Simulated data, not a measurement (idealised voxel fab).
You're looking at the process module voxel released beams.
Pictured: cross-section cut, 280 nm wide, on a grid of 5 nm square cells.
Each cross-section below is a grid of square cells, stated as bands in top-down order, with one or more rows of cells making up each band.
Heads up on the band format: heights come first, top then bottom, in nm. After that it's the materials left to right, each with its width in nm. A single material flagged "full width" fills the whole band edge to edge, and "blank" means there's empty space there.
Height datum 0, below which the as-received substrate wafer is one material. Lowest band open at the bottom, running downward: "top 0, no bottom".
It should be noted that a width expressed as "30->40" varies in equal increments from row to row of cells within the band, taking the value of the first number at the top row and that of the second number at the bottom row.
"nothing altered", as given for a step, is the statement that not any cell of the cross-section underwent a change during that step.
Closed-off voids of 8+ cells (no open route to the top) go in "Closed cavities", written width x height at distance from the left edge, in nm.
Where a step's line continues beyond its settings, the continuation is a remark by the simulator itself on that step.
You can add "overlay nm" to a step's line. For a step with a mask, it describes how far the mask lay to the right of its planned position, and a negative number describes a lay to the left.
[Listed below are the process steps as planned]
1,op RECEIVE | material Si
2,op CONFORMAL_DEP | material SiN | thk nm 10
3,op DIRECTIONAL_DEP | material SiO2 | thk nm 15
4,op MASKED_ETCH | tone open | mask id ANCHOR | width nm 30 | etch materials SiO2 | depth nm 15 | overlay nm 0
5,op CONFORMAL_DEP | material W | thk nm 10
6,op DIRECTIONAL_DEP | material aC | thk nm 10
7,op PATTERN | tone cover | mask id BEAM | material resist | width nm 85 | thk nm 30 | overlay nm 0
8,op DIRECTIONAL_ETCH | etch materials aC | depth nm 10
9,op STRIP | etch materials resist
10,op DIRECTIONAL_ETCH | etch materials W | depth nm 10
11,op STRIP | etch materials aC
12,op STRIP | etch materials SiO2
[First wafer of two (run as planned)]
[Received-state cross-section, reflecting completion of step 1]
	top 0, no bottom = Si full width
	Closed cavities: none
[Sectional view: wafer, after step 2]
	top 10, bottom 0 = SiN full width
	below 0: unchanged
[Sectional view: wafer, after step 3]
	top 25, bottom 10 = SiO2 full width
	below 10: unchanged
[Sectional view: wafer, after step 4]
	top 25, bottom 10 = 100 nm SiO2, then 30 nm blank, then 150 nm SiO2
	below 10: unchanged
[Sectional view: wafer, after step 5]
	top 35, bottom 25 = 110 nm W, then 10 nm blank, then 160 nm W
	top 25, bottom 20 = 100 nm SiO2, then 10 nm W, then 10 nm blank, then 10 nm W, then 150 nm SiO2
	top 20, bottom 10 = 100 nm SiO2, then 30 nm W, then 150 nm SiO2
	below 10: unchanged
[Sectional view: wafer, after step 6]
	top 45, bottom 35 = 110 nm aC, then 10 nm blank, then 160 nm aC
	top 35, bottom 30 = 110 nm W, then 10 nm blank, then 160 nm W
	top 30, bottom 25 = 110 nm W, then 10 nm aC, then 160 nm W
	top 25, bottom 20 = 100 nm SiO2, then 10 nm W, then 10 nm aC, then 10 nm W, then 150 nm SiO2
	below 20: unchanged
[Sectional view: wafer, after step 7]
	top 75, bottom 45 = 95 nm blank, then 85 nm resist, then 100 nm blank
	top 45, bottom 35 = 110 nm aC, then 10 nm resist, then 160 nm aC
	top 35, bottom 30 = 110 nm W, then 10 nm resist, then 160 nm W
	below 30: unchanged
[Sectional view: wafer, after step 8]
	top 65, bottom 45 = 95 nm blank, then 85 nm resist, then 100 nm blank
	top 45, bottom 35 = 95 nm blank, then 15 nm aC, then 10 nm resist, then 60 nm aC, then 100 nm blank
	below 35: unchanged
[Sectional view: wafer, after step 9]
	top 45, bottom 35 = 95 nm blank, then 15 nm aC, then 10 nm blank, then 60 nm aC, then 100 nm blank
	top 35, bottom 30 = 110 nm W, then 10 nm blank, then 160 nm W
	below 30: unchanged
[Sectional view: wafer, after step 10]
	top 45, bottom 35 = 95 nm blank, then 15 nm aC, then 10 nm blank, then 60 nm aC, then 100 nm blank
	top 35, bottom 30 = 95 nm blank, then 15 nm W, then 10 nm blank, then 60 nm W, then 100 nm blank
	top 30, bottom 25 = 95 nm blank, then 15 nm W, then 10 nm aC, then 60 nm W, then 100 nm blank
	below 25: unchanged
[Sectional view: wafer, after step 11]
	top 35, bottom 25 = 95 nm blank, then 15 nm W, then 10 nm blank, then 60 nm W, then 100 nm blank
	top 25, bottom 20 = 100 nm SiO2, then 10 nm W, then 10 nm blank, then 10 nm W, then 150 nm SiO2
	below 20: unchanged
[Sectional view: wafer, after step 12]
	top 35, bottom 25 = 95 nm blank, then 15 nm W, then 10 nm blank, then 60 nm W, then 100 nm blank
	top 25, bottom 20 = 100 nm blank, then 10 nm W, then 10 nm blank, then 10 nm W, then 150 nm blank
	top 20, bottom 10 = 100 nm blank, then 30 nm W, then 150 nm blank
	below 10: unchanged
[It is to be noted that the second wafer proceeded from the same initial state and according to the same plan as the first, although one mistake was committed in its execution; through step 1, inclusive, the two wafers share an identical history]
[Second wafer cross-section, taken as of the time the plan sets for step 2 to be done]
	top 15, bottom 0 = SiO2 full width
	below 0: unchanged
[Second wafer cross-section, taken as of the time the plan sets for step 3 to be done]
	top 25, bottom 15 = SiN full width
	below 15: unchanged
Second wafer cross-section, taken as of the time the plan sets for step 4 to be done: nothing altered
[Second wafer cross-section, taken as of the time the plan sets for step 5 to be done]
	top 35, bottom 25 = W full width
	below 25: unchanged
[Second wafer cross-section, taken as of the time the plan sets for step 6 to be done]
	top 45, bottom 35 = aC full width
	below 35: unchanged
[Second wafer cross-section, taken as of the time the plan sets for step 7 to be done]
	top 75, bottom 45 = 95 nm blank, then 85 nm resist, then 100 nm blank
	below 45: unchanged
[Second wafer cross-section, taken as of the time the plan sets for step 8 to be done]
	top 65, bottom 45 = 95 nm blank, then 85 nm resist, then 100 nm blank
	top 45, bottom 35 = 95 nm blank, then 85 nm aC, then 100 nm blank
	below 35: unchanged
[Second wafer cross-section, taken as of the time the plan sets for step 9 to be done]
	top 45, bottom 35 = 95 nm blank, then 85 nm aC, then 100 nm blank
	below 35: unchanged
[Second wafer cross-section, taken as of the time the plan sets for step 10 to be done]
	top 45, bottom 35 = 95 nm blank, then 85 nm aC, then 100 nm blank
	top 35, bottom 25 = 95 nm blank, then 85 nm W, then 100 nm blank
	below 25: unchanged
[Second wafer cross-section, taken as of the time the plan sets for step 11 to be done]
	top 35, bottom 25 = 95 nm blank, then 85 nm W, then 100 nm blank
	below 25: unchanged
Second wafer cross-section, taken as of the time the plan sets for step 12 to be done: nothing altered
In executing the process, a mistake was made relative to the plan: note: step 2 <-> step 3, run order reversed vs plan
Looking at both finished wafers in cells, the second ends up ahead of or behind the first on some materials: SiO2 +168 | W -12
